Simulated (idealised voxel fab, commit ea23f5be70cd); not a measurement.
The following process module bears the name voxel wiring stack.
This is section cut - it's 250 nm across, gridded in 5 nm square cells.
The cross-sections in this document take the form of a grid made of square cells. They are written out as bands, in order from top to bottom. Each band consists of one or more rows of cells.
For a band, the entry starts with two heights in nm, that of the top and then that of the bottom, and carries on with the band's materials in order from left to right, each alongside its width in nm; the word "edge to edge" beside a single material means it fills the band edge to edge, and "empty" means empty space.
Basically, 0 is our baseline, since under it the wafer straight out of the box is all one material. The bottom band has no lower end and keeps on going down, so it looks like "top 0, no bottom".
Read "30->40" as a graded width: first number on top, second number at the bottom, same change between each pair of neighbouring rows.
Take "changes: none" at face value: in the step it is given for, the cross-section changed in none of its cells.
For the entry "Unvented cavities", the listed items are empty spaces with no open way to the top whose size is 8 cells or more; each item follows the pattern width x height at distance, where distance is from the left edge and all three are in nm.
It should be noted that, on the line of a given step, the content following the step's settings is a remark produced by the simulator itself with respect to that step.
overlay nm: mask right of planned place by this much (step with mask). Neg. = left.
-- Process steps (planned)
1) RECEIVE (material Si)
2) CONFORMAL_DEP (material SiO2; thk nm 15)
3) CONFORMAL_DEP (material SiN; thk nm 5)
4) DIRECTIONAL_DEP (material SiO2; thk nm 15)
5) DIRECTIONAL_DEP (material aC; thk nm 15)
6) PATTERN (tone open; mask id METAL_1; material resist; width nm 30; pitch nm 60; thk nm 30; overlay nm 0)
7) DIRECTIONAL_ETCH (etch materials aC; depth nm 15)
8) STRIP (etch materials resist)
9) DIRECTIONAL_ETCH (etch materials SiO2; depth nm 15)
10) DIRECTIONAL_ETCH (etch materials SiN; depth nm 5)
11) STRIP (etch materials aC)
12) CONFORMAL_DEP (material TiN; thk nm 5)
13) FILL_DEP (material Cu; thk nm 10)
14) CMP (height nm 35)
15) EPI (material Ru; thk nm 5)
16) FILL_DEP (material SiCN; thk nm 5)
17) DIRECTIONAL_DEP (material SiO2; thk nm 10)
18) DIRECTIONAL_DEP (material aC; thk nm 15)
19) PATTERN (tone open; mask id PLUG_1; material resist; width nm 15; pitch nm 60; thk nm 30; overlay nm 0)
20) DIRECTIONAL_ETCH (etch materials aC; depth nm 15)
21) STRIP (etch materials resist)
22) DIRECTIONAL_ETCH (etch materials SiO2; depth nm 10)
23) DIRECTIONAL_ETCH (etch materials SiCN; depth nm 5)
24) STRIP (etch materials aC)
25) EPI (material Ru; thk nm 10)
26) EPI (material Ru; thk nm 5)
27) CONFORMAL_DEP (material SiCN; thk nm 5)
28) DIRECTIONAL_DEP (material lowk; thk nm 20)
29) DIRECTIONAL_DEP (material aC; thk nm 15)
30) PATTERN (tone open; mask id METAL_2; material resist; width nm 30; pitch nm 60; thk nm 30; overlay nm 0)
31) DIRECTIONAL_ETCH (etch materials aC; depth nm 15)
32) STRIP (etch materials resist)
33) DIRECTIONAL_ETCH (etch materials lowk; depth nm 20)
34) DIRECTIONAL_ETCH (etch materials SiCN; depth nm 5)
35) STRIP (etch materials aC)
36) CONFORMAL_DEP (material TiN; thk nm 5)
37) FILL_DEP (material W; thk nm 10)
38) CMP (height nm 80)
39) CONFORMAL_DEP (material SiCN; thk nm 5)
40) DIRECTIONAL_DEP (material SiO2; thk nm 30)
41) DIRECTIONAL_DEP (material aC; thk nm 15)
42) PATTERN (tone open; mask id METAL_3_HOLES; material resist; width nm 15; pitch nm 60; thk nm 35; overlay nm 0)
43) DIRECTIONAL_ETCH (etch materials aC; depth nm 15)
44) STRIP (etch materials resist)
45) DIRECTIONAL_ETCH (etch materials SiO2; depth nm 30)
46) STRIP (etch materials aC)
47) MASKED_ETCH (tone open; mask id METAL_3; width nm 30; pitch nm 60; etch materials SiO2; depth nm 15; overlay nm 0)
48) MASKED_ETCH (tone open; mask id METAL_3; width nm 30; pitch nm 60; etch materials SiCN; depth nm 5; overlay nm 0)
49) CONFORMAL_DEP (material TiN; thk nm 5)
50) FILL_DEP (material Ru; thk nm 10)
51) CMP (height nm 115)
52) CONFORMAL_DEP (material SiCN; thk nm 5)
53) DIRECTIONAL_DEP (material lowk; thk nm 25)
54) PATTERN (tone open; mask id METAL_4_HOLES; material resist; width nm 15; thk nm 15; overlay nm 0)
55) DIRECTIONAL_ETCH (etch materials lowk; depth nm 25)
56) STRIP (etch materials resist)
57) MASKED_ETCH (tone open; mask id METAL_4; width nm 30; pitch nm 60; etch materials lowk; depth nm 15; overlay nm 0)
58) MASKED_ETCH (tone open; mask id METAL_4; width nm 30; pitch nm 60; etch materials SiCN; depth nm 5; overlay nm 0)
59) CONFORMAL_DEP (material TiN; thk nm 5)
60) FILL_DEP (material Cu; thk nm 10)
61) CMP (height nm 145)
62) CONFORMAL_DEP (material SiCN; thk nm 5)
-- First out of two wafers; run went to plan
-- Incoming wafer in cross-section (state: after step 1)
	top 0, no bottom: Si edge to edge
	Unvented cavities: none
-- Cross-section of the wafer subsequent to step 2
	top 15, bottom 0: SiO2 edge to edge
	Under 0: no change, same as before.
-- Cross-section of the wafer subsequent to step 3
	top 20, bottom 15: SiN edge to edge
	Under 15: no change, same as before.
-- Cross-section of the wafer subsequent to step 4
	top 35, bottom 20: SiO2 edge to edge
	Under 20: no change, same as before.
-- Cross-section of the wafer subsequent to step 5
	top 50, bottom 35: aC edge to edge
	Under 35: no change, same as before.
-- Cross-section of the wafer subsequent to step 6
	top 80, bottom 50: resist (80) | empty (30) | resist (30) | empty (30) | resist (80)
	Under 50: no change, same as before.
-- Cross-section of the wafer subsequent to step 7
	top 65, bottom 50: resist (80) | empty (30) | resist (30) | empty (30) | resist (80)
	top 50, bottom 35: aC (80) | empty (30) | aC (30) | empty (30) | aC (80)
	Under 35: no change, same as before.
-- Cross-section of the wafer subsequent to step 8
	top 50, bottom 35: aC (80) | empty (30) | aC (30) | empty (30) | aC (80)
	Under 35: no change, same as before.
-- Cross-section of the wafer subsequent to step 9
	top 50, bottom 35: aC (80) | empty (30) | aC (30) | empty (30) | aC (80)
	top 35, bottom 20: SiO2 (80) | empty (30) | SiO2 (30) | empty (30) | SiO2 (80)
	Under 20: no change, same as before.
-- Cross-section of the wafer subsequent to step 10
	top 50, bottom 35: aC (80) | empty (30) | aC (30) | empty (30) | aC (80)
	top 35, bottom 20: SiO2 (80) | empty (30) | SiO2 (30) | empty (30) | SiO2 (80)
	top 20, bottom 15: SiN (80) | empty (30) | SiN (30) | empty (30) | SiN (80)
	Under 15: no change, same as before.
-- Cross-section of the wafer subsequent to step 11
	top 35, bottom 20: SiO2 (80) | empty (30) | SiO2 (30) | empty (30) | SiO2 (80)
	Under 20: no change, same as before.
-- Cross-section of the wafer subsequent to step 12
	top 40, bottom 35: TiN (85) | empty (20) | TiN (40) | empty (20) | TiN (85)
	top 35, bottom 20: SiO2 (80) | TiN (5) | empty (20) | TiN (5) | SiO2 (30) | TiN (5) | empty (20) | TiN (5) | SiO2 (80)
	top 20, bottom 15: SiN (80) | TiN (30) | SiN (30) | TiN (30) | SiN (80)
	Under 15: no change, same as before.
-- Cross-section of the wafer subsequent to step 13
	top 50, bottom 40: Cu edge to edge
	top 40, bottom 35: TiN (85) | Cu (20) | TiN (40) | Cu (20) | TiN (85)
	top 35, bottom 20: SiO2 (80) | TiN (5) | Cu (20) | TiN (5) | SiO2 (30) | TiN (5) | Cu (20) | TiN (5) | SiO2 (80)
	Under 20: no change, same as before.
-- Cross-section of the wafer subsequent to step 14
	top 35, bottom 20: SiO2 (80) | TiN (5) | Cu (20) | TiN (5) | SiO2 (30) | TiN (5) | Cu (20) | TiN (5) | SiO2 (80)
	Under 20: no change, same as before.
-- Cross-section of the wafer subsequent to step 15
	top 40, bottom 35: empty (75) | Ru (40) | empty (20) | Ru (40) | empty (75)
	Under 35: no change, same as before.
-- Cross-section of the wafer subsequent to step 16
	top 45, bottom 40: SiCN edge to edge
	top 40, bottom 35: SiCN (75) | Ru (40) | SiCN (20) | Ru (40) | SiCN (75)
	Under 35: no change, same as before.
-- Cross-section of the wafer subsequent to step 17
	top 55, bottom 45: SiO2 edge to edge
	Under 45: no change, same as before.
-- Cross-section of the wafer subsequent to step 18
	top 70, bottom 55: aC edge to edge
	Under 55: no change, same as before.
-- Cross-section of the wafer subsequent to step 19
	top 100, bottom 70: resist (80) | empty (15) | resist (45) | empty (15) | resist (95)
	Under 70: no change, same as before.
-- Cross-section of the wafer subsequent to step 20
	top 85, bottom 70: resist (80) | empty (15) | resist (45) | empty (15) | resist (95)
	top 70, bottom 55: aC (80) | empty (15) | aC (45) | empty (15) | aC (95)
	Under 55: no change, same as before.
-- Cross-section of the wafer subsequent to step 21
	top 70, bottom 55: aC (80) | empty (15) | aC (45) | empty (15) | aC (95)
	Under 55: no change, same as before.
-- Cross-section of the wafer subsequent to step 22
	top 70, bottom 55: aC (80) | empty (15) | aC (45) | empty (15) | aC (95)
	top 55, bottom 45: SiO2 (80) | empty (15) | SiO2 (45) | empty (15) | SiO2 (95)
	Under 45: no change, same as before.
-- Cross-section of the wafer subsequent to step 23
	top 70, bottom 55: aC (80) | empty (15) | aC (45) | empty (15) | aC (95)
	top 55, bottom 45: SiO2 (80) | empty (15) | SiO2 (45) | empty (15) | SiO2 (95)
	top 45, bottom 40: SiCN (80) | empty (15) | SiCN (45) | empty (15) | SiCN (95)
	Under 40: no change, same as before.
-- Cross-section of the wafer subsequent to step 24
	top 55, bottom 45: SiO2 (80) | empty (15) | SiO2 (45) | empty (15) | SiO2 (95)
	Under 45: no change, same as before.
-- Cross-section of the wafer subsequent to step 25
	top 55, bottom 50: SiO2 (80) | empty (15) | SiO2 (45) | empty (15) | SiO2 (95)
	top 50, bottom 45: SiO2 (80) | Ru (15) | SiO2 (45) | Ru (15) | SiO2 (95)
	top 45, bottom 35: SiCN (80->75) | Ru (15->40) | SiCN (45->20) | Ru (15->40) | SiCN (95->75)
	Under 35: no change, same as before.
-- Cross-section of the wafer subsequent to step 26
	top 55, bottom 45: SiO2 (80) | Ru (15) | SiO2 (45) | Ru (15) | SiO2 (95)
	Under 45: no change, same as before.
-- Cross-section of the wafer subsequent to step 27
	top 60, bottom 55: SiCN edge to edge
	Under 55: no change, same as before.
-- Cross-section of the wafer subsequent to step 28
	top 80, bottom 60: lowk edge to edge
	Under 60: no change, same as before.
-- Cross-section of the wafer subsequent to step 29
	top 95, bottom 80: aC edge to edge
	Under 80: no change, same as before.
-- Cross-section of the wafer subsequent to step 30
	top 125, bottom 95: resist (80) | empty (30) | resist (30) | empty (30) | resist (80)
	Under 95: no change, same as before.
-- Cross-section of the wafer subsequent to step 31
	top 110, bottom 95: resist (80) | empty (30) | resist (30) | empty (30) | resist (80)
	top 95, bottom 80: aC (80) | empty (30) | aC (30) | empty (30) | aC (80)
	Under 80: no change, same as before.
-- Cross-section of the wafer subsequent to step 32
	top 95, bottom 80: aC (80) | empty (30) | aC (30) | empty (30) | aC (80)
	Under 80: no change, same as before.
-- Cross-section of the wafer subsequent to step 33
	top 95, bottom 80: aC (80) | empty (30) | aC (30) | empty (30) | aC (80)
	top 80, bottom 60: lowk (80) | empty (30) | lowk (30) | empty (30) | lowk (80)
	Under 60: no change, same as before.
-- Cross-section of the wafer subsequent to step 34
	top 95, bottom 80: aC (80) | empty (30) | aC (30) | empty (30) | aC (80)
	top 80, bottom 60: lowk (80) | empty (30) | lowk (30) | empty (30) | lowk (80)
	top 60, bottom 55: SiCN (80) | empty (30) | SiCN (30) | empty (30) | SiCN (80)
	Under 55: no change, same as before.
-- Cross-section of the wafer subsequent to step 35
	top 80, bottom 60: lowk (80) | empty (30) | lowk (30) | empty (30) | lowk (80)
	Under 60: no change, same as before.
-- Cross-section of the wafer subsequent to step 36
	top 85, bottom 80: TiN (85) | empty (20) | TiN (40) | empty (20) | TiN (85)
	top 80, bottom 60: lowk (80) | TiN (5) | empty (20) | TiN (5) | lowk (30) | TiN (5) | empty (20) | TiN (5) | lowk (80)
	top 60, bottom 55: SiCN (80) | TiN (30) | SiCN (30) | TiN (30) | SiCN (80)
	Under 55: no change, same as before.
-- Cross-section of the wafer subsequent to step 37
	top 95, bottom 85: W edge to edge
	top 85, bottom 80: TiN (85) | W (20) | TiN (40) | W (20) | TiN (85)
	top 80, bottom 60: lowk (80) | TiN (5) | W (20) | TiN (5) | lowk (30) | TiN (5) | W (20) | TiN (5) | lowk (80)
	Under 60: no change, same as before.
-- Cross-section of the wafer subsequent to step 38
	top 80, bottom 60: lowk (80) | TiN (5) | W (20) | TiN (5) | lowk (30) | TiN (5) | W (20) | TiN (5) | lowk (80)
	Under 60: no change, same as before.
-- Cross-section of the wafer subsequent to step 39
	top 85, bottom 80: SiCN edge to edge
	Under 80: no change, same as before.
-- Cross-section of the wafer subsequent to step 40
	top 115, bottom 85: SiO2 edge to edge
	Under 85: no change, same as before.
-- Cross-section of the wafer subsequent to step 41
	top 130, bottom 115: aC edge to edge
	Under 115: no change, same as before.
-- Cross-section of the wafer subsequent to step 42
	top 165, bottom 130: resist (80) | empty (15) | resist (45) | empty (15) | resist (95)
	Under 130: no change, same as before.
-- Cross-section of the wafer subsequent to step 43
	top 150, bottom 130: resist (80) | empty (15) | resist (45) | empty (15) | resist (95)
	top 130, bottom 115: aC (80) | empty (15) | aC (45) | empty (15) | aC (95)
	Under 115: no change, same as before.
-- Cross-section of the wafer subsequent to step 44
	top 130, bottom 115: aC (80) | empty (15) | aC (45) | empty (15) | aC (95)
	Under 115: no change, same as before.
-- Cross-section of the wafer subsequent to step 45
	top 130, bottom 115: aC (80) | empty (15) | aC (45) | empty (15) | aC (95)
	top 115, bottom 85: SiO2 (80) | empty (15) | SiO2 (45) | empty (15) | SiO2 (95)
	Under 85: no change, same as before.
-- Cross-section of the wafer subsequent to step 46
	top 115, bottom 85: SiO2 (80) | empty (15) | SiO2 (45) | empty (15) | SiO2 (95)
	Under 85: no change, same as before.
-- Cross-section of the wafer subsequent to step 47
	top 115, bottom 100: SiO2 (80) | empty (30) | SiO2 (30) | empty (30) | SiO2 (80)
	Under 100: no change, same as before.
-- Cross-section of the wafer subsequent to step 48
	top 115, bottom 100: SiO2 (80) | empty (30) | SiO2 (30) | empty (30) | SiO2 (80)
	top 100, bottom 85: SiO2 (80) | empty (15) | SiO2 (45) | empty (15) | SiO2 (95)
	top 85, bottom 80: SiCN (80) | empty (15) | SiCN (45) | empty (15) | SiCN (95)
	Under 80: no change, same as before.
-- Cross-section of the wafer subsequent to step 49
	top 120, bottom 115: TiN (85) | empty (20) | TiN (40) | empty (20) | TiN (85)
	top 115, bottom 105: SiO2 (80) | TiN (5) | empty (20) | TiN (5) | SiO2 (30) | TiN (5) | empty (20) | TiN (5) | SiO2 (80)
	top 105, bottom 100: SiO2 (80) | TiN (5) | empty (5) | TiN (20) | SiO2 (30) | TiN (5) | empty (5) | TiN (20) | SiO2 (80)
	top 100, bottom 85: SiO2 (80) | TiN (5) | empty (5) | TiN (5) | SiO2 (45) | TiN (5) | empty (5) | TiN (5) | SiO2 (95)
	top 85, bottom 80: SiCN (80) | TiN (15) | SiCN (45) | TiN (15) | SiCN (95)
	Under 80: no change, same as before.
-- Cross-section of the wafer subsequent to step 50
	top 130, bottom 120: Ru edge to edge
	top 120, bottom 115: TiN (85) | Ru (20) | TiN (40) | Ru (20) | TiN (85)
	top 115, bottom 105: SiO2 (80) | TiN (5) | Ru (20) | TiN (5) | SiO2 (30) | TiN (5) | Ru (20) | TiN (5) | SiO2 (80)
	top 105, bottom 100: SiO2 (80) | TiN (5) | Ru (5) | TiN (20) | SiO2 (30) | TiN (5) | Ru (5) | TiN (20) | SiO2 (80)
	top 100, bottom 85: SiO2 (80) | TiN (5) | Ru (5) | TiN (5) | SiO2 (45) | TiN (5) | Ru (5) | TiN (5) | SiO2 (95)
	Under 85: no change, same as before.
-- Cross-section of the wafer subsequent to step 51
	top 115, bottom 105: SiO2 (80) | TiN (5) | Ru (20) | TiN (5) | SiO2 (30) | TiN (5) | Ru (20) | TiN (5) | SiO2 (80)
	Under 105: no change, same as before.
-- Cross-section of the wafer subsequent to step 52
	top 120, bottom 115: SiCN edge to edge
	Under 115: no change, same as before.
-- Cross-section of the wafer subsequent to step 53
	top 145, bottom 120: lowk edge to edge
	Under 120: no change, same as before.
-- Cross-section of the wafer subsequent to step 54
	top 160, bottom 145: resist (80) | empty (15) | resist (155)
	Under 145: no change, same as before.
-- Cross-section of the wafer subsequent to step 55
	top 160, bottom 145: resist (80) | empty (15) | resist (155)
	top 145, bottom 120: lowk (80) | empty (15) | lowk (155)
	Under 120: no change, same as before.
-- Cross-section of the wafer subsequent to step 56
	top 145, bottom 120: lowk (80) | empty (15) | lowk (155)
	Under 120: no change, same as before.
-- Cross-section of the wafer subsequent to step 57
	top 145, bottom 130: lowk (80) | empty (30) | lowk (30) | empty (30) | lowk (80)
	Under 130: no change, same as before.
-- Cross-section of the wafer subsequent to step 58
	top 145, bottom 130: lowk (80) | empty (30) | lowk (30) | empty (30) | lowk (80)
	top 130, bottom 120: lowk (80) | empty (15) | lowk (155)
	top 120, bottom 115: SiCN (80) | empty (15) | SiCN (155)
	Under 115: no change, same as before.
-- Cross-section of the wafer subsequent to step 59
	top 150, bottom 145: TiN (85) | empty (20) | TiN (40) | empty (20) | TiN (85)
	top 145, bottom 135: lowk (80) | TiN (5) | empty (20) | TiN (5) | lowk (30) | TiN (5) | empty (20) | TiN (5) | lowk (80)
	top 135, bottom 130: lowk (80) | TiN (5) | empty (5) | TiN (20) | lowk (30) | TiN (30) | lowk (80)
	top 130, bottom 120: lowk (80) | TiN (5) | empty (5) | TiN (5) | lowk (155)
	top 120, bottom 115: SiCN (80) | TiN (15) | SiCN (155)
	Under 115: no change, same as before.
-- Cross-section of the wafer subsequent to step 60
	top 160, bottom 150: Cu edge to edge
	top 150, bottom 145: TiN (85) | Cu (20) | TiN (40) | Cu (20) | TiN (85)
	top 145, bottom 135: lowk (80) | TiN (5) | Cu (20) | TiN (5) | lowk (30) | TiN (5) | Cu (20) | TiN (5) | lowk (80)
	top 135, bottom 130: lowk (80) | TiN (5) | Cu (5) | TiN (20) | lowk (30) | TiN (30) | lowk (80)
	top 130, bottom 120: lowk (80) | TiN (5) | Cu (5) | TiN (5) | lowk (155)
	Under 120: no change, same as before.
-- Cross-section of the wafer subsequent to step 61
	top 145, bottom 135: lowk (80) | TiN (5) | Cu (20) | TiN (5) | lowk (30) | TiN (5) | Cu (20) | TiN (5) | lowk (80)
	Under 135: no change, same as before.
-- Cross-section of the wafer subsequent to step 62
	top 150, bottom 145: SiCN edge to edge
	Under 145: no change, same as before.
-- Wafer two: like wafer one in start and plan, but with one mistake in execution; identical up to and including step 60
Cross-section of the second wafer at the time step 61 of the plan should have ended: changes: none
-- Cross-section of the second wafer at the time step 62 of the plan should have ended
	top 165, bottom 160: SiCN edge to edge
	Under 160: no change, same as before.
What was the processing mistake? heads up, step 61 of the plan was skipped and never actually ran
Count the cells at the end and the second wafer has more or fewer of some materials than the first: Cu +108 | TiN +42
